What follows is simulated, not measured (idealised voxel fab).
Module name: voxel tone inversion (process module)
For reference, the cross-section in this document is cut, with width 180 nm and square cells of 5 nm.
Just so we're on the same page, the cross-sections are grids of square cells, and they're listed out in bands top to bottom, each band one or more rows deep.
Per band: top height and bottom height in nm, followed by the left-to-right materials and their widths in nm; "edge to edge" marks a single material spanning edge to edge, "air" marks empty space.
The level at which height equals 0 is the one under which the wafer, as it arrives, is entirely one material. No lower edge exists for the bottom band, which continues downward and is notated as in "from 0 down".
You'd read "30->40" like this: the band's top row of cells is as wide as the first number, its bottom row is as wide as the second, and going down, every row changes width by the same amount as the row before did.
No cell of the cross-section changed in a step that is given as "no modifications".
Entry "Completely sealed voids" = empty spaces >= 8 cells with no open way to the top; each as width x height at distance, distance from left edge, all nm.
Note: text after step settings on the step line = simulator remark on that step.
For masked steps, "overlay nm" on the step line gives how far right of plan the mask actually lay; a minus sign means it lay to the left.
-- The planned process steps are enumerated hereunder
1: RECEIVE | material Si
2: CONFORMAL_DEP | material SiCN | thk nm 5
3: DIRECTIONAL_DEP | material aC | thk nm 15
4: PATTERN | tone cover | mask id POSTS | material resist | width nm 15 | pitch nm 35 | thk nm 20 | overlay nm 0
5: DIRECTIONAL_ETCH | etch materials aC | depth nm 15
6: STRIP | etch materials resist
7: FILL_DEP | material SiO2 | thk nm 10
8: CMP | height nm 20
9: STRIP | etch materials aC
10: CONFORMAL_DEP | material TiN | thk nm 5
11: FILL_DEP | material Ru | thk nm 5
12: CMP | height nm 20
13: CONFORMAL_DEP | material SiCN | thk nm 5
-- Cross-sectional view of the wafer in its as-received condition, corresponding to the state after step 1
> from 0 down = Si edge to edge
> Completely sealed voids: none
-- a wafer at the end: this start, this plan, one mistake
> from 25 to 20 = SiCN edge to edge
> from 20 to 15 = SiO2 edge to edge
> from 15 to 0 = SiO2=45, then aC=15, then SiO2=20, then aC=15, then SiO2=20, then aC=15, then SiO2=50
> from 0 down = Si edge to edge
> Completely sealed voids: none
What went wrong in running the wafer? step 2 from the plan never happened, it was just skipped
